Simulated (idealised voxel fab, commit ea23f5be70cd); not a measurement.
Presented below is a process module, voxel released beams.
The figure presents cross-section cut, which has a width of 225 nm and is divided into square cells with an edge length of 5 nm.
Cross-section = grid of square cells, listed top down in bands; band = one or more rows.
Band: top height; bottom height; in nm. Then, left to right: material with width in nm, for each material. "all across": a single material spanning edge to edge. "air": empty space.
It should be noted that heights are counted from 0, beneath which the wafer as supplied is of one material throughout, and that the lowest band possesses no lower boundary but continues downward, as written in "top 0, no bottom".
You'd read "30..40" like this: the band's top row of cells is as wide as the first number, its bottom row is as wide as the second, and going down, every row changes width by the same amount as the row before did.
A step reported as "changes: none" is a step in which no cell of the cross-section changed.
If an empty space has no open way to the top and is at least 8 cells in size, "Entrapped void list" lists it, written width x height at distance, where distance is measured from the left edge and every value is in nm.
Step line, after settings: the simulator's comment on this step.
What "overlay nm" on a step's line means: if the step has a mask, that mask lay this far to the right of its planned place, or, when the value is negative, to the left.

[Here's what the planned process steps look like]
1) RECEIVE: material Si
2) CONFORMAL_DEP: material Al2O3, thk nm 10
3) DIRECTIONAL_DEP: material SiO2, thk nm 15
4) MASKED_ETCH: tone open, mask id ANCHOR, width nm 45, etch materials SiO2, depth nm 15, overlay nm 0
5) CONFORMAL_DEP: material polySi, thk nm 15
6) MASKED_ETCH: tone cover, mask id BEAM, width nm 100, etch materials polySi, depth nm 5, overlay nm 0
7) STRIP: etch materials SiO2
Keep in mind the plan's value for the depth nm of step 6 comes from the first wafer; the wafers don't share that setting, but they do share the same starting point.

[As-received state after step 1, first of several wafers, cross-section]
- top 0, no bottom | Si all across
- Entrapped void list: none

[The cross-section of the first of several wafers is given below for the end of the module, after its final step, step 7]
- top 40, bottom 35 | 60 nm air, 20 nm polySi, 15 nm air, 65 nm polySi, 65 nm air
- top 35, bottom 25 | 80 nm polySi, 15 nm air, 130 nm polySi
- top 25, bottom 10 | 65 nm SiO2, 45 nm polySi, 115 nm SiO2
- top 10, bottom 0 | Al2O3 all across
- top 0, no bottom | Si all across
- Entrapped void list: none

[Sectional view of the last wafer upon completion of the module]
- top 40, bottom 25 | 60 nm air, 20 nm polySi, 15 nm air, 65 nm polySi, 65 nm air
- top 25, bottom 10 | 65 nm air, 45 nm polySi, 115 nm air
- top 10, bottom 0 | Al2O3 all across
- top 0, no bottom | Si all across
- Entrapped void list: none

[Wafer rows, end of module: cells per material gained (+) or lost (-) since receipt; closed voids last]
depth nm 5; +90 Al2O3; +108 SiO2; +128 polySi; Entrapped void list: none
depth nm 10; +90 Al2O3; +108 SiO2; +103 polySi; Entrapped void list: none
depth nm 15; +90 Al2O3; +78 polySi; Entrapped void list: none
depth nm 20; +90 Al2O3; +78 polySi; Entrapped void list: none
depth nm 25; +90 Al2O3; +78 polySi; Entrapped void list: none
depth nm 30; +90 Al2O3; +78 polySi; Entrapped void list: none
